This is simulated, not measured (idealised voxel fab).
Process module, titled voxel wiring stack
The figure presents cross-section cut, which has a width of 205 nm and is divided into square cells with an edge length of 5 nm.
Notation: cross-section as square-cell grid; stated in bands, top first, going down; one or more cell rows per band. This entry defines a band. It first specifies the height of the band's top and the height of its bottom in nm, and then specifies the band's materials from left to right, stating each material with its width in nm. The word "all across" identifies a single material that fills the band from edge to edge, while the word "blank" identifies empty space. A quick word on heights: they are counted from 0, and under that level the wafer as it came to us is one material throughout. The lowest band is different from the rest in having no bottom; it simply continues downward, written as in "0 and below". Quick explanation for "30..40": the width changes in equal steps down the rows of cells, from the first number in the band's top row to the second number in its bottom row. Where a step carries "identical to before", the cross-section came out of it unchanged, cell for cell. "Internal closed voids" lists enclosed empty spaces (at least 8 cells, no open path upward to the top), each as width x height at distance from the left edge, in nm. Whatever follows a step's settings on its line is a remark the simulator itself makes about that step. overlay nm: for a step with a mask, the amount by which the mask lay right of where it was planned; a negative amount means left of it.

[The process steps that were planned are listed below]
1. RECEIVE (material Si)
2. CONFORMAL_DEP (material SiO2; thk nm 15)
3. DIRECTIONAL_DEP (material TiN; thk nm 5)
4. DIRECTIONAL_DEP (material W; thk nm 15)
5. MASKED_ETCH (tone cover; mask id METAL_1; width nm 25; pitch nm 55; etch materials W; depth nm 15; overlay nm 0)
6. MASKED_ETCH (tone cover; mask id METAL_1; width nm 25; pitch nm 55; etch materials TiN; depth nm 5; overlay nm 0)
7. CONFORMAL_DEP (material SiCN; thk nm 5)
8. FILL_DEP (material SiO2; thk nm 10)
9. CMP (height nm 35)
10. CONFORMAL_DEP (material SiCN; thk nm 5)
11. DIRECTIONAL_DEP (material SiO2; thk nm 20)
12. PATTERN (tone open; mask id PLUG_1; material resist; width nm 15; pitch nm 55; thk nm 15; overlay nm 0)
13. DIRECTIONAL_ETCH (etch materials SiO2; depth nm 20)
14. DIRECTIONAL_ETCH (etch materials SiCN; depth nm 5)
15. STRIP (etch materials resist)
16. CONFORMAL_DEP (material TiN; thk nm 5)
17. FILL_DEP (material Cu; thk nm 5)
18. CMP (height nm 60)
19. CONFORMAL_DEP (material SiCN; thk nm 5)
20. DIRECTIONAL_DEP (material lowk; thk nm 15)
21. DIRECTIONAL_DEP (material aC; thk nm 10)
22. PATTERN (tone open; mask id METAL_2; material resist; width nm 25; pitch nm 55; thk nm 25; overlay nm 0)
23. DIRECTIONAL_ETCH (etch materials aC; depth nm 10)
24. STRIP (etch materials resist)
25. DIRECTIONAL_ETCH (etch materials lowk; depth nm 15)
26. DIRECTIONAL_ETCH (etch materials SiCN; depth nm 5)
27. STRIP (etch materials aC)
28. CONFORMAL_DEP (material TiN; thk nm 5)
29. FILL_DEP (material Cu; thk nm 10)
30. CMP (height nm 80)
31. CONFORMAL_DEP (material SiCN; thk nm 5)
32. DIRECTIONAL_DEP (material SiO2; thk nm 15)
33. PATTERN (tone open; mask id PLUG_2; material resist; width nm 15; pitch nm 55; thk nm 20; overlay nm 0)
34. DIRECTIONAL_ETCH (etch materials SiO2; depth nm 15)
35. DIRECTIONAL_ETCH (etch materials SiCN; depth nm 5)
36. STRIP (etch materials resist)
37. EPI (material Ru; thk nm 10)
38. EPI (material Ru; thk nm 10)
39. CONFORMAL_DEP (material SiCN; thk nm 5)
40. DIRECTIONAL_DEP (material SiO2; thk nm 20)
41. DIRECTIONAL_DEP (material aC; thk nm 10)
42. PATTERN (tone open; mask id METAL_3; material resist; width nm 25; pitch nm 55; thk nm 25; overlay nm 0)
43. DIRECTIONAL_ETCH (etch materials aC; depth nm 10)
44. STRIP (etch materials resist)
45. DIRECTIONAL_ETCH (etch materials SiO2; depth nm 20)
46. DIRECTIONAL_ETCH (etch materials SiCN; depth nm 5)
47. STRIP (etch materials aC)
48. CONFORMAL_DEP (material TiN; thk nm 5)
49. FILL_DEP (material Ru; thk nm 10)
50. CMP (height nm 125)
51. CONFORMAL_DEP (material SiN; thk nm 5)

[So, the first of our two wafers, run just as we planned it]

[Incoming wafer, cross-sectional view, post step 1]
  0 and below: Si all across
  Internal closed voids: none

[Step 2 complete: cross-section through the wafer]
  15 down to 0: SiO2 all across
  below 0: unchanged

[Step 3 complete: cross-section through the wafer]
  20 down to 15: TiN all across
  below 15: unchanged

[Step 4 complete: cross-section through the wafer]
  35 down to 20: W all across
  below 20: unchanged

[Step 5 complete: cross-section through the wafer]
  35 down to 20: blank (60); W (25); blank (30); W (25); blank (65)
  below 20: unchanged

[Step 6 complete: cross-section through the wafer]
  35 down to 20: blank (60); W (25); blank (30); W (25); blank (65)
  20 down to 15: blank (60); TiN (25); blank (30); TiN (25); blank (65)
  below 15: unchanged

[Step 7 complete: cross-section through the wafer]
  40 down to 35: blank (55); SiCN (35); blank (20); SiCN (35); blank (60)
  35 down to 20: blank (55); SiCN (5); W (25); SiCN (5); blank (20); SiCN (5); W (25); SiCN (5); blank (60)
  20 down to 15: SiCN (60); TiN (25); SiCN (30); TiN (25); SiCN (65)
  below 15: unchanged

[Step 8 complete: cross-section through the wafer]
  50 down to 40: SiO2 all across
  40 down to 35: SiO2 (55); SiCN (35); SiO2 (20); SiCN (35); SiO2 (60)
  35 down to 20: SiO2 (55); SiCN (5); W (25); SiCN (5); SiO2 (20); SiCN (5); W (25); SiCN (5); SiO2 (60)
  below 20: unchanged

[Step 9 complete: cross-section through the wafer]
  35 down to 20: SiO2 (55); SiCN (5); W (25); SiCN (5); SiO2 (20); SiCN (5); W (25); SiCN (5); SiO2 (60)
  below 20: unchanged

[Step 10 complete: cross-section through the wafer]
  40 down to 35: SiCN all across
  below 35: unchanged

[Step 11 complete: cross-section through the wafer]
  60 down to 40: SiO2 all across
  below 40: unchanged

[Step 12 complete: cross-section through the wafer]
  75 down to 60: resist (60); blank (15); resist (40); blank (15); resist (75)
  below 60: unchanged

[Step 13 complete: cross-section through the wafer]
  75 down to 60: resist (60); blank (15); resist (40); blank (15); resist (75)
  60 down to 40: SiO2 (60); blank (15); SiO2 (40); blank (15); SiO2 (75)
  below 40: unchanged

[Step 14 complete: cross-section through the wafer]
  75 down to 60: resist (60); blank (15); resist (40); blank (15); resist (75)
  60 down to 40: SiO2 (60); blank (15); SiO2 (40); blank (15); SiO2 (75)
  40 down to 35: SiCN (60); blank (15); SiCN (40); blank (15); SiCN (75)
  below 35: unchanged

[Step 15 complete: cross-section through the wafer]
  60 down to 40: SiO2 (60); blank (15); SiO2 (40); blank (15); SiO2 (75)
  below 40: unchanged

[Step 16 complete: cross-section through the wafer]
  65 down to 60: TiN (65); blank (5); TiN (50); blank (5); TiN (80)
  60 down to 40: SiO2 (60); TiN (5); blank (5); TiN (5); SiO2 (40); TiN (5); blank (5); TiN (5); SiO2 (75)
  40 down to 35: SiCN (60); TiN (15); SiCN (40); TiN (15); SiCN (75)
  below 35: unchanged

[Step 17 complete: cross-section through the wafer]
  70 down to 65: Cu all across
  65 down to 60: TiN (65); Cu (5); TiN (50); Cu (5); TiN (80)
  60 down to 40: SiO2 (60); TiN (5); Cu (5); TiN (5); SiO2 (40); TiN (5); Cu (5); TiN (5); SiO2 (75)
  below 40: unchanged

[Step 18 complete: cross-section through the wafer]
  60 down to 40: SiO2 (60); TiN (5); Cu (5); TiN (5); SiO2 (40); TiN (5); Cu (5); TiN (5); SiO2 (75)
  below 40: unchanged

[Step 19 complete: cross-section through the wafer]
  65 down to 60: SiCN all across
  below 60: unchanged

[Step 20 complete: cross-section through the wafer]
  80 down to 65: lowk all across
  below 65: unchanged

[Step 21 complete: cross-section through the wafer]
  90 down to 80: aC all across
  below 80: unchanged

[Step 22 complete: cross-section through the wafer]
  115 down to 90: resist (60); blank (25); resist (30); blank (25); resist (65)
  below 90: unchanged

[Step 23 complete: cross-section through the wafer]
  105 down to 90: resist (60); blank (25); resist (30); blank (25); resist (65)
  90 down to 80: aC (60); blank (25); aC (30); blank (25); aC (65)
  below 80: unchanged

[Step 24 complete: cross-section through the wafer]
  90 down to 80: aC (60); blank (25); aC (30); blank (25); aC (65)
  below 80: unchanged

[Step 25 complete: cross-section through the wafer]
  90 down to 80: aC (60); blank (25); aC (30); blank (25); aC (65)
  80 down to 65: lowk (60); blank (25); lowk (30); blank (25); lowk (65)
  below 65: unchanged

[Step 26 complete: cross-section through the wafer]
  90 down to 80: aC (60); blank (25); aC (30); blank (25); aC (65)
  80 down to 65: lowk (60); blank (25); lowk (30); blank (25); lowk (65)
  65 down to 60: SiCN (60); blank (25); SiCN (30); blank (25); SiCN (65)
  below 60: unchanged

[Step 27 complete: cross-section through the wafer]
  80 down to 65: lowk (60); blank (25); lowk (30); blank (25); lowk (65)
  below 65: unchanged

[Step 28 complete: cross-section through the wafer]
  85 down to 80: TiN (65); blank (15); TiN (40); blank (15); TiN (70)
  80 down to 65: lowk (60); TiN (5); blank (15); TiN (5); lowk (30); TiN (5); blank (15); TiN (5); lowk (65)
  65 down to 60: SiCN (60); TiN (25); SiCN (30); TiN (25); SiCN (65)
  below 60: unchanged

[Step 29 complete: cross-section through the wafer]
  95 down to 85: Cu all across
  85 down to 80: TiN (65); Cu (15); TiN (40); Cu (15); TiN (70)
  80 down to 65: lowk (60); TiN (5); Cu (15); TiN (5); lowk (30); TiN (5); Cu (15); TiN (5); lowk (65)
  below 65: unchanged

[Step 30 complete: cross-section through the wafer]
  80 down to 65: lowk (60); TiN (5); Cu (15); TiN (5); lowk (30); TiN (5); Cu (15); TiN (5); lowk (65)
  below 65: unchanged

[Step 31 complete: cross-section through the wafer]
  85 down to 80: SiCN all across
  below 80: unchanged

[Step 32 complete: cross-section through the wafer]
  100 down to 85: SiO2 all across
  below 85: unchanged

[Step 33 complete: cross-section through the wafer]
  120 down to 100: resist (60); blank (15); resist (40); blank (15); resist (75)
  below 100: unchanged

[Step 34 complete: cross-section through the wafer]
  120 down to 100: resist (60); blank (15); resist (40); blank (15); resist (75)
  100 down to 85: SiO2 (60); blank (15); SiO2 (40); blank (15); SiO2 (75)
  below 85: unchanged

[Step 35 complete: cross-section through the wafer]
  120 down to 100: resist (60); blank (15); resist (40); blank (15); resist (75)
  100 down to 85: SiO2 (60); blank (15); SiO2 (40); blank (15); SiO2 (75)
  85 down to 80: SiCN (60); blank (15); SiCN (40); blank (15); SiCN (75)
  below 80: unchanged

[Step 36 complete: cross-section through the wafer]
  100 down to 85: SiO2 (60); blank (15); SiO2 (40); blank (15); SiO2 (75)
  below 85: unchanged

[Step 37 complete: cross-section through the wafer]
  100 down to 90: SiO2 (60); blank (15); SiO2 (40); blank (15); SiO2 (75)
  90 down to 85: SiO2 (60); Ru (15); SiO2 (40); Ru (15); SiO2 (75)
  85 down to 80: SiCN (60); Ru (15); SiCN (40); Ru (15); SiCN (75)
  below 80: unchanged

[Step 38 complete: cross-section through the wafer]
  100 down to 85: SiO2 (60); Ru (15); SiO2 (40); Ru (15); SiO2 (75)
  below 85: unchanged

[Step 39 complete: cross-section through the wafer]
  105 down to 100: SiCN all across
  below 100: unchanged

[Step 40 complete: cross-section through the wafer]
  125 down to 105: SiO2 all across
  below 105: unchanged

[Step 41 complete: cross-section through the wafer]
  135 down to 125: aC all across
  below 125: unchanged

[Step 42 complete: cross-section through the wafer]
  160 down to 135: resist (60); blank (25); resist (30); blank (25); resist (65)
  below 135: unchanged

[Step 43 complete: cross-section through the wafer]
  150 down to 135: resist (60); blank (25); resist (30); blank (25); resist (65)
  135 down to 125: aC (60); blank (25); aC (30); blank (25); aC (65)
  below 125: unchanged

[Step 44 complete: cross-section through the wafer]
  135 down to 125: aC (60); blank (25); aC (30); blank (25); aC (65)
  below 125: unchanged

[Step 45 complete: cross-section through the wafer]
  135 down to 125: aC (60); blank (25); aC (30); blank (25); aC (65)
  125 down to 105: SiO2 (60); blank (25); SiO2 (30); blank (25); SiO2 (65)
  below 105: unchanged

[Step 46 complete: cross-section through the wafer]
  135 down to 125: aC (60); blank (25); aC (30); blank (25); aC (65)
  125 down to 105: SiO2 (60); blank (25); SiO2 (30); blank (25); SiO2 (65)
  105 down to 100: SiCN (60); blank (25); SiCN (30); blank (25); SiCN (65)
  below 100: unchanged

[Step 47 complete: cross-section through the wafer]
  125 down to 105: SiO2 (60); blank (25); SiO2 (30); blank (25); SiO2 (65)
  below 105: unchanged

[Step 48 complete: cross-section through the wafer]
  130 down to 125: TiN (65); blank (15); TiN (40); blank (15); TiN (70)
  125 down to 105: SiO2 (60); TiN (5); blank (15); TiN (5); SiO2 (30); TiN (5); blank (15); TiN (5); SiO2 (65)
  105 down to 100: SiCN (60); TiN (25); SiCN (30); TiN (25); SiCN (65)
  below 100: unchanged

[Step 49 complete: cross-section through the wafer]
  140 down to 130: Ru all across
  130 down to 125: TiN (65); Ru (15); TiN (40); Ru (15); TiN (70)
  125 down to 105: SiO2 (60); TiN (5); Ru (15); TiN (5); SiO2 (30); TiN (5); Ru (15); TiN (5); SiO2 (65)
  below 105: unchanged

[Step 50 complete: cross-section through the wafer]
  125 down to 105: SiO2 (60); TiN (5); Ru (15); TiN (5); SiO2 (30); TiN (5); Ru (15); TiN (5); SiO2 (65)
  below 105: unchanged

[Step 51 complete: cross-section through the wafer]
  130 down to 125: SiN all across
  below 125: unchanged

[Second wafer, same starting conditions and recipe as the first, one mistake in executing it, nothing differs from the first up to and including step 38]

[Cross-section of the second wafer at the time by which step 39 should have been completed according to the plan]
  105 down to 100: Ru all across
  below 100: unchanged

[Cross-section of the second wafer at the time by which step 40 should have been completed according to the plan]
  125 down to 105: SiO2 all across
  below 105: unchanged

[Cross-section of the second wafer at the time by which step 41 should have been completed according to the plan]
  135 down to 125: aC all across
  below 125: unchanged

[Cross-section of the second wafer at the time by which step 42 should have been completed according to the plan]
  160 down to 135: resist (60); blank (25); resist (30); blank (25); resist (65)
  below 135: unchanged

[Cross-section of the second wafer at the time by which step 43 should have been completed according to the plan]
  150 down to 135: resist (60); blank (25); resist (30); blank (25); resist (65)
  135 down to 125: aC (60); blank (25); aC (30); blank (25); aC (65)
  below 125: unchanged

[Cross-section of the second wafer at the time by which step 44 should have been completed according to the plan]
  135 down to 125: aC (60); blank (25); aC (30); blank (25); aC (65)
  below 125: unchanged

[Cross-section of the second wafer at the time by which step 45 should have been completed according to the plan]
  135 down to 125: aC (60); blank (25); aC (30); blank (25); aC (65)
  125 down to 105: SiO2 (60); blank (25); SiO2 (30); blank (25); SiO2 (65)
  below 105: unchanged

Cross-section of the second wafer at the time by which step 46 should have been completed according to the plan: identical to before

[Cross-section of the second wafer at the time by which step 47 should have been completed according to the plan]
  125 down to 105: SiO2 (60); blank (25); SiO2 (30); blank (25); SiO2 (65)
  below 105: unchanged

[Cross-section of the second wafer at the time by which step 48 should have been completed according to the plan]
  130 down to 125: TiN (65); blank (15); TiN (40); blank (15); TiN (70)
  125 down to 110: SiO2 (60); TiN (5); blank (15); TiN (5); SiO2 (30); TiN (5); blank (15); TiN (5); SiO2 (65)
  110 down to 105: SiO2 (60); TiN (25); SiO2 (30); TiN (25); SiO2 (65)
  below 105: unchanged

[Cross-section of the second wafer at the time by which step 49 should have been completed according to the plan]
  140 down to 130: Ru all across
  130 down to 125: TiN (65); Ru (15); TiN (40); Ru (15); TiN (70)
  125 down to 110: SiO2 (60); TiN (5); Ru (15); TiN (5); SiO2 (30); TiN (5); Ru (15); TiN (5); SiO2 (65)
  below 110: unchanged

[Cross-section of the second wafer at the time by which step 50 should have been completed according to the plan]
  125 down to 110: SiO2 (60); TiN (5); Ru (15); TiN (5); SiO2 (30); TiN (5); Ru (15); TiN (5); SiO2 (65)
  below 110: unchanged

[Cross-section of the second wafer at the time by which step 51 should have been completed according to the plan]
  130 down to 125: SiN all across
  below 125: unchanged
The plan and the run diverged here: step 39 was run on a setting that differed from the plan, and what really ran there is CONFORMAL_DEP (material Ru; thk nm 5)
Final difference in cells, second wafer against first, listed per material as more or fewer: 35 more of Ru | 31 fewer of SiCN | 4 fewer of TiN
